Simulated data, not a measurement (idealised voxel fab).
voxel self aligned vias: a process module
Square cells of 5 nm make up the cross-section cut, whose width is 295 nm.
Format of a cross-section: grid, square cells. Given as bands. Order: top down. Band: one or more rows of cells.
Band entry format. Leading values: height of top, height of bottom, nm. Remainder: materials in left-to-right order, each with its width in nm. Special words: "edge to edge" on a single material, which then fills the band edge to edge; "air", empty space.
Height is counted from the level 0, under which the received wafer is composed throughout of one material. The lowest of the bands is not closed at the bottom but continues downward, in the notation "0 down".
A width given as "30->40" starts at the first number in the band's top row and ends at the second number in its bottom row, shifting by an equal amount at every step from row to row.
What does "no alterations made" mean for a step? It means no cell of the cross-section changed in that step.
So "Trapped cavities" is basically the list of trapped voids: any empty space of 8 cells or more that can't reach the top through an opening. They're written width x height at distance, the distance being from the left edge, and it's all nm.
Text after the settings on a step's line: the simulator's own remark on that step.
overlay nm: for a step with a mask, the amount by which the mask lay right of where it was planned; a negative amount means left of it.
Planned process steps:
1) RECEIVE,material Si
2) CONFORMAL_DEP,material SiO2,thk nm 10
3) CONFORMAL_DEP,material SiCN,thk nm 5
4) DIRECTIONAL_DEP,material SiO2,thk nm 25
5) DIRECTIONAL_DEP,material aC,thk nm 15
6) PATTERN,tone open,mask id LINES,material resist,width nm 20,pitch nm 55,thk nm 30,overlay nm 0
7) DIRECTIONAL_ETCH,etch materials aC,depth nm 15
8) STRIP,etch materials resist
9) DIRECTIONAL_ETCH,etch materials SiO2,depth nm 25
10) STRIP,etch materials aC
11) CONFORMAL_DEP,material TiN,thk nm 5
12) FILL_DEP,material W,thk nm 10
13) CMP,height nm 40
14) SELECTIVE_ETCH,etch materials W Ru TiN,depth nm 5
15) FILL_DEP,material SiN,thk nm 5
16) CMP,height nm 40
17) DIRECTIONAL_DEP,material SiO2,thk nm 20
18) MASKED_ETCH,tone open,mask id VIAS,width nm 30,pitch nm 55,etch materials SiO2,depth nm 20,overlay nm 0
19) MASKED_ETCH,tone open,mask id VIAS,width nm 30,pitch nm 55,etch materials SiN,depth nm 5,overlay nm 0
20) CONFORMAL_DEP,material TiN,thk nm 5
21) FILL_DEP,material Ru,thk nm 10
22) CMP,height nm 60
23) CONFORMAL_DEP,material SiN,thk nm 5
Wafer cross-section on receipt, i.e. after step 1:
  0 down  Si edge to edge
  Trapped cavities: none
The plan above was carried out on the starting structure above with one mistake, and this cross-section shows the wafer at the end of the module:
  65 to 60  SiN edge to edge
  60 to 45  Ru (70) / TiN (5) / SiO2 (30) / TiN (5) / Ru (15) / TiN (5) / SiO2 (30) / TiN (5) / Ru (15) / TiN (5) / SiO2 (30) / TiN (5) / Ru (75)
  45 to 40  TiN (75) / SiO2 (30) / TiN (25) / SiO2 (30) / TiN (25) / SiO2 (30) / TiN (80)
  40 to 35  SiO2 (80) / SiN (20) / SiO2 (35) / SiN (20) / SiO2 (35) / SiN (20) / SiO2 (85)
  35 to 20  SiO2 (80) / TiN (5) / W (10) / TiN (5) / SiO2 (35) / TiN (5) / W (10) / TiN (5) / SiO2 (35) / TiN (5) / W (10) / TiN (5) / SiO2 (85)
  20 to 15  SiO2 (80) / TiN (20) / SiO2 (35) / TiN (20) / SiO2 (35) / TiN (20) / SiO2 (85)
  15 to 10  SiCN edge to edge
  10 to 0  SiO2 edge to edge
  0 down  Si edge to edge
  Trapped cavities: none
Nonconformance to the process plan: for step 18, the planned setting was not used; the step was instead run as MASKED_ETCH,tone cover,mask id VIAS,width nm 30,pitch nm 55,etch materials SiO2,depth nm 20,overlay nm 0
